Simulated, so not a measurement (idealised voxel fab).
Documented hereafter: the process module known as voxel self aligned vias.
Cross-section cut: width 210 nm, square cells of 5 nm.
Format of a cross-section: grid, square cells. Given as bands. Order: top down. Band: one or more rows of cells. Heads up on the band format: heights come first, top then bottom, in nm. After that it's the materials left to right, each with its width in nm. A single material flagged "all across" fills the whole band edge to edge, and "blank" means there's empty space there. The level at which height equals 0 is the one under which the wafer, as it arrives, is entirely one material. No lower edge exists for the bottom band, which continues downward and is notated as in "0 and below". With a width like "30..40", each row of cells in the band differs from the next by the same amount, the top row carrying the first number and the bottom row the second. "no change" (step): cross-section cells unchanged, all of them. This entry, "Enclosed internal cavities", enumerates those empty regions of no fewer than 8 cells that possess no open connection to the top. Each region is reported in the form width x height at distance, the distance being taken from the left edge, with all three quantities expressed in nm. Heads up: the bit after the settings on a step's line is the simulator's remark on that step. For masked steps, "overlay nm" on the step line gives how far right of plan the mask actually lay; a minus sign means it lay to the left.
### So here's the lineup of process steps we planned
1,RECEIVE,material Si
2,CONFORMAL_DEP,material SiO2,thk nm 15
3,CONFORMAL_DEP,material SiCN,thk nm 5
4,DIRECTIONAL_DEP,material lowk,thk nm 25
5,PATTERN,tone open,mask id LINES,material resist,width nm 25,pitch nm 50,thk nm 20,overlay nm 0
6,DIRECTIONAL_ETCH,etch materials lowk,depth nm 25
7,STRIP,etch materials resist
8,CONFORMAL_DEP,material TiN,thk nm 5
9,FILL_DEP,material Ru,thk nm 5
10,CMP,height nm 45
11,SELECTIVE_ETCH,etch materials W Ru TiN,depth nm 5
12,FILL_DEP,material SiN,thk nm 10
13,CMP,height nm 45
14,DIRECTIONAL_DEP,material lowk,thk nm 15
15,PATTERN,tone open,mask id VIAS,material resist,width nm 35,pitch nm 100,thk nm 20,overlay nm 0
16,DIRECTIONAL_ETCH,etch materials lowk,depth nm 15
17,DIRECTIONAL_ETCH,etch materials SiN,depth nm 5
18,STRIP,etch materials resist
19,CONFORMAL_DEP,material TiN,thk nm 5
20,FILL_DEP,material Ru,thk nm 5
21,CMP,height nm 60
22,CONFORMAL_DEP,material SiN,thk nm 5
### Here's what the wafer looked like in cross-section when it arrived - that's after step 1
* 0 and below: Si all across
* Enclosed internal cavities: none
### Sectioned view, first of two wafers, at the close of the module, processed as intended in the plan
* 65 down to 60: SiN all across
* 60 down to 50: 35 of lowk  5 of TiN  25 of Ru  5 of TiN  65 of lowk  5 of TiN  25 of Ru  5 of TiN  40 of lowk
* 50 down to 45: 35 of lowk  10 of TiN  15 of Ru  10 of TiN  65 of lowk  10 of TiN  15 of Ru  10 of TiN  40 of lowk
* 45 down to 40: 40 of lowk  25 of TiN  25 of lowk  25 of SiN  25 of lowk  25 of TiN  45 of lowk
* 40 down to 25: 40 of lowk  5 of TiN  15 of Ru  5 of TiN  25 of lowk  5 of TiN  15 of Ru  5 of TiN  25 of lowk  5 of TiN  15 of Ru  5 of TiN  45 of lowk
* 25 down to 20: 40 of lowk  25 of TiN  25 of lowk  25 of TiN  25 of lowk  25 of TiN  45 of lowk
* 20 down to 15: SiCN all across
* 15 down to 0: SiO2 all across
* 0 and below: Si all across
* Enclosed internal cavities: none
### Module end: cross-section of wafer two of two. Same start and process plan as the first wafer. One mistake during execution
* 65 down to 60: SiN all across
* 60 down to 45: 35 of lowk  5 of TiN  25 of Ru  5 of TiN  65 of lowk  5 of TiN  25 of Ru  5 of TiN  40 of lowk
* 45 down to 40: 35 of SiN  35 of TiN  65 of SiN  35 of TiN  40 of SiN
* 40 down to 20: 40 of lowk  5 of TiN  15 of Ru  5 of TiN  25 of lowk  5 of TiN  15 of Ru  5 of TiN  25 of lowk  5 of TiN  15 of Ru  5 of TiN  45 of lowk
* 20 down to 15: 40 of lowk  25 of TiN  25 of lowk  25 of TiN  25 of lowk  25 of TiN  45 of lowk
* 15 down to 0: SiO2 all across
* 0 and below: Si all across
* Enclosed internal cavities: none
Short version of what went wrong: plan step 3 never ran because it was skipped
Looking at both finished wafers in cells, the second ends up ahead of or behind the first on some materials: Ru +13 | SiCN -42 | SiN +23 | TiN +6
